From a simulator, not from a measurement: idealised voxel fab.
Documented hereafter: the process module known as voxel fin reveal.
Pictured: cross-section cut, 295 nm wide, on a grid of 5 nm square cells.
Notation: cross-section as square-cell grid; stated in bands, top first, going down; one or more cell rows per band.
Quick guide to a band line: top height, bottom height (nm) up front; then every material left to right with its width in nm. Only one material and it's marked "all across"? Then it fills the band edge to edge. And "empty" just means empty space.
Height is counted from the level 0, under which the received wafer is composed throughout of one material. The lowest of the bands is not closed at the bottom but continues downward, in the notation "0 and below".
When a width is written as two numbers, as in "30..40", the first number is the width in the top row of cells of the band and the second is the width in its bottom row, and the width changes by the same amount from each row to the next.
"no modification" (step): cross-section cells unchanged, all of them.
Voids not open to the top, 8 cells minimum: see "Sealed-off cavities". Written width x height at distance; distance is from the left edge; nm.
Read whatever lies past the settings on a step's line as the simulator's own remark about the step.
Regarding "overlay nm": on a step with a mask, it is the distance the mask lay to the right of its planned place; a negative value places it to the left.

These are the steps we planned for the process:
1 RECEIVE, material Si
2 CONFORMAL_DEP, material SiN, thk nm 5
3 MASKED_ETCH, tone cover, mask id FINS, width nm 15, pitch nm 45, etch materials SiN, depth nm 5, overlay nm 0
4 MASKED_ETCH, tone cover, mask id FINS, width nm 15, pitch nm 45, etch materials Si, depth nm 30, overlay nm 0
5 OXIDIZE, depth nm 5
6 FILL_DEP, material SiO2, thk nm 5
7 CMP, height nm 5
8 SELECTIVE_ETCH, etch materials SiO2, depth nm 25
9 STRIP, etch materials SiN

The cross-section here shows the wafer as received, i.e. in its state after step 1:
    0 and below | Si all across
    Sealed-off cavities: none

Sectioned view, first of two wafers, at the close of the module, processed as intended in the plan:
    0 down to -20 | empty 100 nm, then Si 5 nm, then empty 40 nm, then Si 5 nm, then empty 40 nm, then Si 5 nm, then empty 100 nm
    -20 down to -35 | SiO2 100 nm, then Si 5 nm, then SiO2 40 nm, then Si 5 nm, then SiO2 40 nm, then Si 5 nm, then SiO2 100 nm
    -35 and below | Si all across
    Sealed-off cavities: none

Second wafer cross-section at end of module - shared start and plan with the first, one mistake in the run:
    0 down to -30 | empty 100 nm, then Si 5 nm, then empty 40 nm, then Si 5 nm, then empty 40 nm, then Si 5 nm, then empty 100 nm
    -30 down to -35 | SiO2 100 nm, then Si 5 nm, then SiO2 40 nm, then Si 5 nm, then SiO2 40 nm, then Si 5 nm, then SiO2 100 nm
    -35 and below | Si all across
    Sealed-off cavities: none
Against the plan, the run slipped here: note that step 8 departed from the planned setting and was carried out as SELECTIVE_ETCH, etch materials SiO2, depth nm 35
Counted in cells at the end, the second wafer holds more or fewer of these materials than the first: SiO2 -112
